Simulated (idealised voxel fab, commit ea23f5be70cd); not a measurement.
The following is a process module called voxel wiring stack.
Cross-sectional view cut (width: 230 nm; square cell size: 5 nm).
Each cross-section below is a grid of square cells, stated as bands in top-down order, with one or more rows of cells making up each band.
Quick guide to a band line: top height, bottom height (nm) up front; then every material left to right with its width in nm. Only one material and it's marked "everywhere"? Then it fills the band edge to edge. And "empty" just means empty space.
Beneath 0, the wafer as received is one material, and that level is where height counting begins. The lowest band goes on downward without a bottom; it is written like "0..down".
Think of "30..40" as a width that walks from the first number to the second as you go down the band, top row to bottom row, taking equal-sized steps from row to row.
Reading "stayed the same" for a step: not a cell of the cross-section changed in it.
This entry, "Sealed internal cavities", enumerates those empty regions of no fewer than 8 cells that possess no open connection to the top. Each region is reported in the form width x height at distance, the distance being taken from the left edge, with all three quantities expressed in nm.
Heads up: the bit after the settings on a step's line is the simulator's remark on that step.
overlay nm: where the mask lay relative to plan, measured to the right, on steps with a mask; negatives go left.
Listed below are the process steps as planned:
1: RECEIVE: material Si
2: CONFORMAL_DEP: material SiO2, thk nm 10
3: DIRECTIONAL_DEP: material TiN, thk nm 5
4: DIRECTIONAL_DEP: material W, thk nm 15
5: MASKED_ETCH: tone cover, mask id METAL_1, width nm 30, pitch nm 60, etch materials W, depth nm 15, overlay nm 0
6: MASKED_ETCH: tone cover, mask id METAL_1, width nm 30, pitch nm 60, etch materials TiN, depth nm 5, overlay nm 0
7: FILL_DEP: material SiO2, thk nm 5
8: CMP: height nm 30
9: CONFORMAL_DEP: material SiCN, thk nm 5
10: DIRECTIONAL_DEP: material SiO2, thk nm 25
11: DIRECTIONAL_DEP: material aC, thk nm 10
12: PATTERN: tone open, mask id METAL_2_HOLES, material resist, width nm 15, pitch nm 60, thk nm 25, overlay nm 0
13: DIRECTIONAL_ETCH: etch materials aC, depth nm 10
14: STRIP: etch materials resist
15: DIRECTIONAL_ETCH: etch materials SiO2, depth nm 25
16: STRIP: etch materials aC
17: PATTERN: tone open, mask id METAL_2, material resist, width nm 30, pitch nm 60, thk nm 20, overlay nm 0
18: DIRECTIONAL_ETCH: etch materials SiO2, depth nm 15
19: DIRECTIONAL_ETCH: etch materials SiCN, depth nm 5
20: STRIP: etch materials resist
21: CONFORMAL_DEP: material TiN, thk nm 5
22: FILL_DEP: material Cu, thk nm 5
23: CMP: height nm 60
24: CONFORMAL_DEP: material SiCN, thk nm 5
First wafer, two in total, run as planned:
Cross-section of the incoming wafer, state after step 1:
  0..down: Si everywhere
  Sealed internal cavities: none
Step 2 complete: cross-section through the wafer:
  10..0: SiO2 everywhere
  All layers under 0 are left as they were.
Step 3 complete: cross-section through the wafer:
  15..10: TiN everywhere
  All layers under 10 are left as they were.
Step 4 complete: cross-section through the wafer:
  30..15: W everywhere
  All layers under 15 are left as they were.
Step 5 complete: cross-section through the wafer:
  30..15: 40 empty, then 30 W, then 30 empty, then 30 W, then 30 empty, then 30 W, then 40 empty
  All layers under 15 are left as they were.
Step 6 complete: cross-section through the wafer:
  30..15: 40 empty, then 30 W, then 30 empty, then 30 W, then 30 empty, then 30 W, then 40 empty
  15..10: 40 empty, then 30 TiN, then 30 empty, then 30 TiN, then 30 empty, then 30 TiN, then 40 empty
  All layers under 10 are left as they were.
Step 7 complete: cross-section through the wafer:
  35..30: SiO2 everywhere
  30..15: 40 SiO2, then 30 W, then 30 SiO2, then 30 W, then 30 SiO2, then 30 W, then 40 SiO2
  15..10: 40 SiO2, then 30 TiN, then 30 SiO2, then 30 TiN, then 30 SiO2, then 30 TiN, then 40 SiO2
  All layers under 10 are left as they were.
Step 8 complete: cross-section through the wafer:
  30..15: 40 SiO2, then 30 W, then 30 SiO2, then 30 W, then 30 SiO2, then 30 W, then 40 SiO2
  All layers under 15 are left as they were.
Step 9 complete: cross-section through the wafer:
  35..30: SiCN everywhere
  All layers under 30 are left as they were.
Step 10 complete: cross-section through the wafer:
  60..35: SiO2 everywhere
  All layers under 35 are left as they were.
Step 11 complete: cross-section through the wafer:
  70..60: aC everywhere
  All layers under 60 are left as they were.
Step 12 complete: cross-section through the wafer:
  95..70: 40 resist, then 15 empty, then 45 resist, then 15 empty, then 45 resist, then 15 empty, then 55 resist
  All layers under 70 are left as they were.
Step 13 complete: cross-section through the wafer:
  85..70: 40 resist, then 15 empty, then 45 resist, then 15 empty, then 45 resist, then 15 empty, then 55 resist
  70..60: 40 aC, then 15 empty, then 45 aC, then 15 empty, then 45 aC, then 15 empty, then 55 aC
  All layers under 60 are left as they were.
Step 14 complete: cross-section through the wafer:
  70..60: 40 aC, then 15 empty, then 45 aC, then 15 empty, then 45 aC, then 15 empty, then 55 aC
  All layers under 60 are left as they were.
Step 15 complete: cross-section through the wafer:
  70..60: 40 aC, then 15 empty, then 45 aC, then 15 empty, then 45 aC, then 15 empty, then 55 aC
  60..35: 40 SiO2, then 15 empty, then 45 SiO2, then 15 empty, then 45 SiO2, then 15 empty, then 55 SiO2
  All layers under 35 are left as they were.
Step 16 complete: cross-section through the wafer:
  60..35: 40 SiO2, then 15 empty, then 45 SiO2, then 15 empty, then 45 SiO2, then 15 empty, then 55 SiO2
  All layers under 35 are left as they were.
Step 17 complete: cross-section through the wafer:
  80..60: 40 resist, then 30 empty, then 30 resist, then 30 empty, then 30 resist, then 30 empty, then 40 resist
  All layers under 60 are left as they were.
Step 18 complete: cross-section through the wafer:
  80..60: 40 resist, then 30 empty, then 30 resist, then 30 empty, then 30 resist, then 30 empty, then 40 resist
  60..45: 40 SiO2, then 30 empty, then 30 SiO2, then 30 empty, then 30 SiO2, then 30 empty, then 40 SiO2
  All layers under 45 are left as they were.
Step 19 complete: cross-section through the wafer:
  80..60: 40 resist, then 30 empty, then 30 resist, then 30 empty, then 30 resist, then 30 empty, then 40 resist
  60..45: 40 SiO2, then 30 empty, then 30 SiO2, then 30 empty, then 30 SiO2, then 30 empty, then 40 SiO2
  45..35: 40 SiO2, then 15 empty, then 45 SiO2, then 15 empty, then 45 SiO2, then 15 empty, then 55 SiO2
  35..30: 40 SiCN, then 15 empty, then 45 SiCN, then 15 empty, then 45 SiCN, then 15 empty, then 55 SiCN
  All layers under 30 are left as they were.
Step 20 complete: cross-section through the wafer:
  60..45: 40 SiO2, then 30 empty, then 30 SiO2, then 30 empty, then 30 SiO2, then 30 empty, then 40 SiO2
  All layers under 45 are left as they were.
Step 21 complete: cross-section through the wafer:
  65..60: 45 TiN, then 20 empty, then 40 TiN, then 20 empty, then 40 TiN, then 20 empty, then 45 TiN
  60..50: 40 SiO2, then 5 TiN, then 20 empty, then 5 TiN, then 30 SiO2, then 5 TiN, then 20 empty, then 5 TiN, then 30 SiO2, then 5 TiN, then 20 empty, then 5 TiN, then 40 SiO2
  50..45: 40 SiO2, then 5 TiN, then 5 empty, then 20 TiN, then 30 SiO2, then 5 TiN, then 5 empty, then 20 TiN, then 30 SiO2, then 5 TiN, then 5 empty, then 20 TiN, then 40 SiO2
  45..35: 40 SiO2, then 5 TiN, then 5 empty, then 5 TiN, then 45 SiO2, then 5 TiN, then 5 empty, then 5 TiN, then 45 SiO2, then 5 TiN, then 5 empty, then 5 TiN, then 55 SiO2
  35..30: 40 SiCN, then 15 TiN, then 45 SiCN, then 15 TiN, then 45 SiCN, then 15 TiN, then 55 SiCN
  All layers under 30 are left as they were.
Step 22 complete: cross-section through the wafer:
  70..65: Cu everywhere
  65..60: 45 TiN, then 20 Cu, then 40 TiN, then 20 Cu, then 40 TiN, then 20 Cu, then 45 TiN
  60..50: 40 SiO2, then 5 TiN, then 20 Cu, then 5 TiN, then 30 SiO2, then 5 TiN, then 20 Cu, then 5 TiN, then 30 SiO2, then 5 TiN, then 20 Cu, then 5 TiN, then 40 SiO2
  50..45: 40 SiO2, then 5 TiN, then 5 Cu, then 20 TiN, then 30 SiO2, then 5 TiN, then 5 Cu, then 20 TiN, then 30 SiO2, then 5 TiN, then 5 Cu, then 20 TiN, then 40 SiO2
  45..35: 40 SiO2, then 5 TiN, then 5 Cu, then 5 TiN, then 45 SiO2, then 5 TiN, then 5 Cu, then 5 TiN, then 45 SiO2, then 5 TiN, then 5 Cu, then 5 TiN, then 55 SiO2
  All layers under 35 are left as they were.
Step 23 complete: cross-section through the wafer:
  60..50: 40 SiO2, then 5 TiN, then 20 Cu, then 5 TiN, then 30 SiO2, then 5 TiN, then 20 Cu, then 5 TiN, then 30 SiO2, then 5 TiN, then 20 Cu, then 5 TiN, then 40 SiO2
  All layers under 50 are left as they were.
Step 24 complete: cross-section through the wafer:
  65..60: SiCN everywhere
  All layers under 60 are left as they were.
The Second Wafer: Common Origin and Plan, One Mistake in Execution, Identical to the First Through Step 2:
Cross-section: second wafer, time at which step 3 was scheduled to end:
  25..10: W everywhere
  All layers under 10 are left as they were.
Cross-section: second wafer, time at which step 4 was scheduled to end:
  30..25: TiN everywhere
  All layers under 25 are left as they were.
Cross-section: second wafer, time at which step 5 was scheduled to end: stayed the same
Cross-section: second wafer, time at which step 6 was scheduled to end:
  30..25: 40 empty, then 30 TiN, then 30 empty, then 30 TiN, then 30 empty, then 30 TiN, then 40 empty
  All layers under 25 are left as they were.
Cross-section: second wafer, time at which step 7 was scheduled to end:
  35..30: SiO2 everywhere
  30..25: 40 SiO2, then 30 TiN, then 30 SiO2, then 30 TiN, then 30 SiO2, then 30 TiN, then 40 SiO2
  All layers under 25 are left as they were.
Cross-section: second wafer, time at which step 8 was scheduled to end:
  30..25: 40 SiO2, then 30 TiN, then 30 SiO2, then 30 TiN, then 30 SiO2, then 30 TiN, then 40 SiO2
  All layers under 25 are left as they were.
Cross-section: second wafer, time at which step 9 was scheduled to end:
  35..30: SiCN everywhere
  All layers under 30 are left as they were.
Cross-section: second wafer, time at which step 10 was scheduled to end:
  60..35: SiO2 everywhere
  All layers under 35 are left as they were.
Cross-section: second wafer, time at which step 11 was scheduled to end:
  70..60: aC everywhere
  All layers under 60 are left as they were.
Cross-section: second wafer, time at which step 12 was scheduled to end:
  95..70: 40 resist, then 15 empty, then 45 resist, then 15 empty, then 45 resist, then 15 empty, then 55 resist
  All layers under 70 are left as they were.
Cross-section: second wafer, time at which step 13 was scheduled to end:
  85..70: 40 resist, then 15 empty, then 45 resist, then 15 empty, then 45 resist, then 15 empty, then 55 resist
  70..60: 40 aC, then 15 empty, then 45 aC, then 15 empty, then 45 aC, then 15 empty, then 55 aC
  All layers under 60 are left as they were.
Cross-section: second wafer, time at which step 14 was scheduled to end:
  70..60: 40 aC, then 15 empty, then 45 aC, then 15 empty, then 45 aC, then 15 empty, then 55 aC
  All layers under 60 are left as they were.
Cross-section: second wafer, time at which step 15 was scheduled to end:
  70..60: 40 aC, then 15 empty, then 45 aC, then 15 empty, then 45 aC, then 15 empty, then 55 aC
  60..35: 40 SiO2, then 15 empty, then 45 SiO2, then 15 empty, then 45 SiO2, then 15 empty, then 55 SiO2
  All layers under 35 are left as they were.
Cross-section: second wafer, time at which step 16 was scheduled to end:
  60..35: 40 SiO2, then 15 empty, then 45 SiO2, then 15 empty, then 45 SiO2, then 15 empty, then 55 SiO2
  All layers under 35 are left as they were.
Cross-section: second wafer, time at which step 17 was scheduled to end:
  80..60: 40 resist, then 30 empty, then 30 resist, then 30 empty, then 30 resist, then 30 empty, then 40 resist
  All layers under 60 are left as they were.
Cross-section: second wafer, time at which step 18 was scheduled to end:
  80..60: 40 resist, then 30 empty, then 30 resist, then 30 empty, then 30 resist, then 30 empty, then 40 resist
  60..45: 40 SiO2, then 30 empty, then 30 SiO2, then 30 empty, then 30 SiO2, then 30 empty, then 40 SiO2
  All layers under 45 are left as they were.
Cross-section: second wafer, time at which step 19 was scheduled to end:
  80..60: 40 resist, then 30 empty, then 30 resist, then 30 empty, then 30 resist, then 30 empty, then 40 resist
  60..45: 40 SiO2, then 30 empty, then 30 SiO2, then 30 empty, then 30 SiO2, then 30 empty, then 40 SiO2
  45..35: 40 SiO2, then 15 empty, then 45 SiO2, then 15 empty, then 45 SiO2, then 15 empty, then 55 SiO2
  35..30: 40 SiCN, then 15 empty, then 45 SiCN, then 15 empty, then 45 SiCN, then 15 empty, then 55 SiCN
  All layers under 30 are left as they were.
Cross-section: second wafer, time at which step 20 was scheduled to end:
  60..45: 40 SiO2, then 30 empty, then 30 SiO2, then 30 empty, then 30 SiO2, then 30 empty, then 40 SiO2
  All layers under 45 are left as they were.
Cross-section: second wafer, time at which step 21 was scheduled to end:
  65..60: 45 TiN, then 20 empty, then 40 TiN, then 20 empty, then 40 TiN, then 20 empty, then 45 TiN
  60..50: 40 SiO2, then 5 TiN, then 20 empty, then 5 TiN, then 30 SiO2, then 5 TiN, then 20 empty, then 5 TiN, then 30 SiO2, then 5 TiN, then 20 empty, then 5 TiN, then 40 SiO2
  50..45: 40 SiO2, then 5 TiN, then 5 empty, then 20 TiN, then 30 SiO2, then 5 TiN, then 5 empty, then 20 TiN, then 30 SiO2, then 5 TiN, then 5 empty, then 20 TiN, then 40 SiO2
  45..35: 40 SiO2, then 5 TiN, then 5 empty, then 5 TiN, then 45 SiO2, then 5 TiN, then 5 empty, then 5 TiN, then 45 SiO2, then 5 TiN, then 5 empty, then 5 TiN, then 55 SiO2
  35..30: 40 SiCN, then 15 TiN, then 45 SiCN, then 15 TiN, then 45 SiCN, then 15 TiN, then 55 SiCN
  All layers under 30 are left as they were.
Cross-section: second wafer, time at which step 22 was scheduled to end:
  70..65: Cu everywhere
  65..60: 45 TiN, then 20 Cu, then 40 TiN, then 20 Cu, then 40 TiN, then 20 Cu, then 45 TiN
  60..50: 40 SiO2, then 5 TiN, then 20 Cu, then 5 TiN, then 30 SiO2, then 5 TiN, then 20 Cu, then 5 TiN, then 30 SiO2, then 5 TiN, then 20 Cu, then 5 TiN, then 40 SiO2
  50..45: 40 SiO2, then 5 TiN, then 5 Cu, then 20 TiN, then 30 SiO2, then 5 TiN, then 5 Cu, then 20 TiN, then 30 SiO2, then 5 TiN, then 5 Cu, then 20 TiN, then 40 SiO2
  45..35: 40 SiO2, then 5 TiN, then 5 Cu, then 5 TiN, then 45 SiO2, then 5 TiN, then 5 Cu, then 5 TiN, then 45 SiO2, then 5 TiN, then 5 Cu, then 5 TiN, then 55 SiO2
  All layers under 35 are left as they were.
Cross-section: second wafer, time at which step 23 was scheduled to end:
  60..50: 40 SiO2, then 5 TiN, then 20 Cu, then 5 TiN, then 30 SiO2, then 5 TiN, then 20 Cu, then 5 TiN, then 30 SiO2, then 5 TiN, then 20 Cu, then 5 TiN, then 40 SiO2
  All layers under 50 are left as they were.
Cross-section: second wafer, time at which step 24 was scheduled to end:
  65..60: SiCN everywhere
  All layers under 60 are left as they were.
Deviation from plan: mixed up steps 3 and 4 - ran each in the other's place
Count the cells at the end and the second wafer has more or fewer of some materials than the first: -84 SiO2 | +84 W
